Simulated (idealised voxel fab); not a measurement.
process module | voxel self aligned contacts
cross-section cut | 290 nm wide | cells 5 nm
A cross-section is a grid of square cells, given in bands from the top down. A band is one or more rows of cells.
Each band's line starts with the height of the band's top and of its bottom, in nm. Then come its materials from left to right, each with its width in nm. One material with "throughout" fills the band from edge to edge. "air" is empty space.
Height 0 is the level under which the wafer as received is all one material. The lowest band goes on downwards, as in "0 down".
A width such as "30 to 40" changes by the same amount from each row of cells to the next, from the band's top row to its bottom row.
"no change" after a step means that no cell of the cross-section changed.
closed voids: empty space of 8 cells or more with no open way to the top, each as width x height at its distance from the left edge, in nm
after a step's settings: what the simulator itself notes on the step
overlay nm, on a step with a mask: how far to the right of its planned place the mask lay; to the left if negative
plan
1 op RECEIVE | material Si
2 op OXIDIZE | depth nm 5
3 op DIRECTIONAL_DEP | material polySi | thk nm 20
4 op DIRECTIONAL_DEP | material SiN | thk nm 20
5 op DIRECTIONAL_DEP | material aC | thk nm 15
6 op PATTERN | tone cover | mask id GATE | material resist | width nm 30 | pitch nm 70 | thk nm 30 | overlay nm 0
7 op DIRECTIONAL_ETCH | etch materials aC | depth nm 15
8 op STRIP | etch materials resist
9 op DIRECTIONAL_ETCH | etch materials SiN | depth nm 20
10 op DIRECTIONAL_ETCH | etch materials polySi | depth nm 20
11 op STRIP | etch materials aC
12 op CONFORMAL_DEP | material SiN | thk nm 10
13 op DIRECTIONAL_ETCH | etch materials SiN | depth nm 10
14 op FILL_DEP | material SiO2 | thk nm 20
15 op CMP | height nm 50
16 op DIRECTIONAL_DEP | material aC | thk nm 15
17 op PATTERN | tone open | mask id CONTACT | material resist | width nm 50 | thk nm 30 | overlay nm 0
18 op DIRECTIONAL_ETCH | etch materials aC | depth nm 15
19 op STRIP | etch materials resist
20 op DIRECTIONAL_ETCH | etch materials SiO2 | depth nm 55
21 op STRIP | etch materials aC
22 op CONFORMAL_DEP | material TiN | thk nm 5
23 op FILL_DEP | material Ru | thk nm 10
24 op CMP | height nm 50
25 op CONFORMAL_DEP | material SiN | thk nm 5
as received, after step 1
  0 down: Si throughout
  closed voids: none
a wafer at the end: this start, this plan, one mistake
  55 to 50: SiN throughout
  50 to 40: SiO2 110 | TiN 5 to 30 | Ru 40 to 10 | TiN 5 to 10 | SiO2 130
  40 to 20: SiO2 85 | SiN 50 | TiN 5 | Ru 10 | TiN 5 | SiN 50 | SiO2 85
  20 to 0: SiO2 85 | SiN 10 | polySi 30 | SiN 10 | TiN 5 | Ru 10 | TiN 5 | SiN 10 | polySi 30 | SiN 10 | SiO2 85
  0 to -5: SiO2 135 | TiN 20 | SiO2 135
  -5 down: Si throughout
  closed voids: none
what went wrong: step 17 ran as: op PATTERN | tone open | mask id CONTACT | material resist | width nm 50 | thk nm 30 | overlay nm -10
